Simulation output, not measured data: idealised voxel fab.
process module | voxel self aligned vias
cross-section cut | 300 nm wide | cells 5 nm
A cross-section is a grid of square cells, given in bands from the top down. A band is one or more rows of cells.
Each band's line starts with the height of the band's top and of its bottom, in nm. Then come its materials from left to right, each with its width in nm. One material with "throughout" fills the band from edge to edge. "air" is empty space.
Height 0 is the level under which the wafer as received is all one material. The lowest band goes on downwards, as in "0 down".
A width such as "30 to 40" changes by the same amount from each row of cells to the next, from the band's top row to its bottom row.
"no change" after a step means that no cell of the cross-section changed.
closed voids: empty space of 8 cells or more with no open way to the top, each as width x height at its distance from the left edge, in nm
after a step's settings: what the simulator itself notes on the step
overlay nm, on a step with a mask: how far to the right of its planned place the mask lay; to the left if negative
plan
1 op RECEIVE | material Si
2 op CONFORMAL_DEP | material SiO2 | thk nm 10
3 op CONFORMAL_DEP | material SiCN | thk nm 5
4 op DIRECTIONAL_DEP | material lowk | thk nm 30
5 op MASKED_ETCH | tone open | mask id LINES | width nm 20 | pitch nm 70 | etch materials lowk | depth nm 30 | overlay nm 0
6 op CONFORMAL_DEP | material TiN | thk nm 5
7 op FILL_DEP | material Ru | thk nm 10
8 op CMP | height nm 45
9 op SELECTIVE_ETCH | etch materials W Ru TiN | depth nm 10
10 op FILL_DEP | material SiN | thk nm 5
11 op CMP | height nm 45
12 op DIRECTIONAL_DEP | material lowk | thk nm 20
13 op DIRECTIONAL_DEP | material aC | thk nm 15
14 op PATTERN | tone open | mask id VIAS | material resist | width nm 40 | pitch nm 140 | thk nm 30 | overlay nm 0
15 op DIRECTIONAL_ETCH | etch materials aC | depth nm 15
16 op STRIP | etch materials resist
17 op DIRECTIONAL_ETCH | etch materials lowk | depth nm 20
18 op DIRECTIONAL_ETCH | etch materials SiN | depth nm 10
19 op STRIP | etch materials aC
20 op CONFORMAL_DEP | material TiN | thk nm 5
21 op FILL_DEP | material Cu | thk nm 5
22 op CMP | height nm 65
23 op CONFORMAL_DEP | material SiCN | thk nm 5
first wafer, as planned
as received, after step 1
  0 down: Si throughout
  closed voids: none
after step 2
  10 to 0: SiO2 throughout
  below 0: unchanged
after step 3
  15 to 10: SiCN throughout
  below 10: unchanged
after step 4
  45 to 15: lowk throughout
  below 15: unchanged
after step 5
  45 to 15: lowk 70 | air 20 | lowk 50 | air 20 | lowk 50 | air 20 | lowk 70
  below 15: unchanged
after step 6
  50 to 45: TiN 75 | air 10 | TiN 60 | air 10 | TiN 60 | air 10 | TiN 75
  45 to 20: lowk 70 | TiN 5 | air 10 | TiN 5 | lowk 50 | TiN 5 | air 10 | TiN 5 | lowk 50 | TiN 5 | air 10 | TiN 5 | lowk 70
  20 to 15: lowk 70 | TiN 20 | lowk 50 | TiN 20 | lowk 50 | TiN 20 | lowk 70
  below 15: unchanged
after step 7
  60 to 50: Ru throughout
  50 to 45: TiN 75 | Ru 10 | TiN 60 | Ru 10 | TiN 60 | Ru 10 | TiN 75
  45 to 20: lowk 70 | TiN 5 | Ru 10 | TiN 5 | lowk 50 | TiN 5 | Ru 10 | TiN 5 | lowk 50 | TiN 5 | Ru 10 | TiN 5 | lowk 70
  below 20: unchanged
after step 8
  45 to 20: lowk 70 | TiN 5 | Ru 10 | TiN 5 | lowk 50 | TiN 5 | Ru 10 | TiN 5 | lowk 50 | TiN 5 | Ru 10 | TiN 5 | lowk 70
  below 20: unchanged
after step 9
  45 to 35: lowk 70 | air 20 | lowk 50 | air 20 | lowk 50 | air 20 | lowk 70
  below 35: unchanged
after step 10
  50 to 45: SiN throughout
  45 to 35: lowk 70 | SiN 20 | lowk 50 | SiN 20 | lowk 50 | SiN 20 | lowk 70
  below 35: unchanged
after step 11
  45 to 35: lowk 70 | SiN 20 | lowk 50 | SiN 20 | lowk 50 | SiN 20 | lowk 70
  below 35: unchanged
after step 12
  65 to 45: lowk throughout
  below 45: unchanged
after step 13
  80 to 65: aC throughout
  below 65: unchanged
after step 14
  110 to 80: resist 60 | air 40 | resist 100 | air 40 | resist 60
  below 80: unchanged
after step 15
  95 to 80: resist 60 | air 40 | resist 100 | air 40 | resist 60
  80 to 65: aC 60 | air 40 | aC 100 | air 40 | aC 60
  below 65: unchanged
after step 16
  80 to 65: aC 60 | air 40 | aC 100 | air 40 | aC 60
  below 65: unchanged
after step 17
  80 to 65: aC 60 | air 40 | aC 100 | air 40 | aC 60
  65 to 45: lowk 60 | air 40 | lowk 100 | air 40 | lowk 60
  below 45: unchanged
after step 18
  80 to 65: aC 60 | air 40 | aC 100 | air 40 | aC 60
  65 to 45: lowk 60 | air 40 | lowk 100 | air 40 | lowk 60
  45 to 35: lowk 70 | air 20 | lowk 50 | SiN 20 | lowk 50 | air 20 | lowk 70
  below 35: unchanged
after step 19
  65 to 45: lowk 60 | air 40 | lowk 100 | air 40 | lowk 60
  below 45: unchanged
after step 20
  70 to 65: TiN 65 | air 30 | TiN 110 | air 30 | TiN 65
  65 to 50: lowk 60 | TiN 5 | air 30 | TiN 5 | lowk 100 | TiN 5 | air 30 | TiN 5 | lowk 60
  50 to 45: lowk 60 | TiN 15 | air 10 | TiN 15 | lowk 100 | TiN 15 | air 10 | TiN 15 | lowk 60
  45 to 40: lowk 70 | TiN 5 | air 10 | TiN 5 | lowk 50 | SiN 20 | lowk 50 | TiN 5 | air 10 | TiN 5 | lowk 70
  40 to 35: lowk 70 | TiN 20 | lowk 50 | SiN 20 | lowk 50 | TiN 20 | lowk 70
  below 35: unchanged
after step 21
  75 to 70: Cu throughout
  70 to 65: TiN 65 | Cu 30 | TiN 110 | Cu 30 | TiN 65
  65 to 50: lowk 60 | TiN 5 | Cu 30 | TiN 5 | lowk 100 | TiN 5 | Cu 30 | TiN 5 | lowk 60
  50 to 45: lowk 60 | TiN 15 | Cu 10 | TiN 15 | lowk 100 | TiN 15 | Cu 10 | TiN 15 | lowk 60
  45 to 40: lowk 70 | TiN 5 | Cu 10 | TiN 5 | lowk 50 | SiN 20 | lowk 50 | TiN 5 | Cu 10 | TiN 5 | lowk 70
  below 40: unchanged
after step 22
  65 to 50: lowk 60 | TiN 5 | Cu 30 | TiN 5 | lowk 100 | TiN 5 | Cu 30 | TiN 5 | lowk 60
  below 50: unchanged
after step 23
  70 to 65: SiCN throughout
  below 65: unchanged
second wafer: like start, like plan, one mistake. Through step 16 it matches the first wafer
when step 17 should have ended
  80 to 65: aC 60 | air 40 | aC 100 | air 40 | aC 60
  65 to 45: lowk 60 | air 40 | lowk 100 | air 40 | lowk 60
  45 to 40: lowk 60 | air 10 | SiN 20 | air 10 | lowk 40 | SiN 20 | lowk 40 | air 10 | SiN 20 | air 10 | lowk 60
  below 40: unchanged
when step 18 should have ended
  80 to 65: aC 60 | air 40 | aC 100 | air 40 | aC 60
  65 to 45: lowk 60 | air 40 | lowk 100 | air 40 | lowk 60
  45 to 35: lowk 60 to 70 | air 40 to 20 | lowk 40 to 50 | SiN 20 | lowk 40 to 50 | air 40 to 20 | lowk 60 to 70
  below 35: unchanged
when step 19 should have ended
  65 to 45: lowk 60 | air 40 | lowk 100 | air 40 | lowk 60
  below 45: unchanged
when step 20 should have ended
  70 to 65: TiN 65 | air 30 | TiN 110 | air 30 | TiN 65
  65 to 45: lowk 60 | TiN 5 | air 30 | TiN 5 | lowk 100 | TiN 5 | air 30 | TiN 5 | lowk 60
  45 to 40: lowk 60 | TiN 15 | air 10 | TiN 15 | lowk 40 | SiN 20 | lowk 40 | TiN 15 | air 10 | TiN 15 | lowk 60
  40 to 35: lowk 70 | TiN 20 | lowk 50 | SiN 20 | lowk 50 | TiN 20 | lowk 70
  below 35: unchanged
when step 21 should have ended
  75 to 70: Cu throughout
  70 to 65: TiN 65 | Cu 30 | TiN 110 | Cu 30 | TiN 65
  65 to 45: lowk 60 | TiN 5 | Cu 30 | TiN 5 | lowk 100 | TiN 5 | Cu 30 | TiN 5 | lowk 60
  45 to 40: lowk 60 | TiN 15 | Cu 10 | TiN 15 | lowk 40 | SiN 20 | lowk 40 | TiN 15 | Cu 10 | TiN 15 | lowk 60
  below 40: unchanged
when step 22 should have ended
  65 to 45: lowk 60 | TiN 5 | Cu 30 | TiN 5 | lowk 100 | TiN 5 | Cu 30 | TiN 5 | lowk 60
  below 45: unchanged
when step 23 should have ended
  70 to 65: SiCN throughout
  below 65: unchanged
what went wrong: step 17 ran as: op DIRECTIONAL_ETCH | etch materials lowk | depth nm 25
at the end the second wafer has, in cells: 8 more of Cu | 8 fewer of lowk
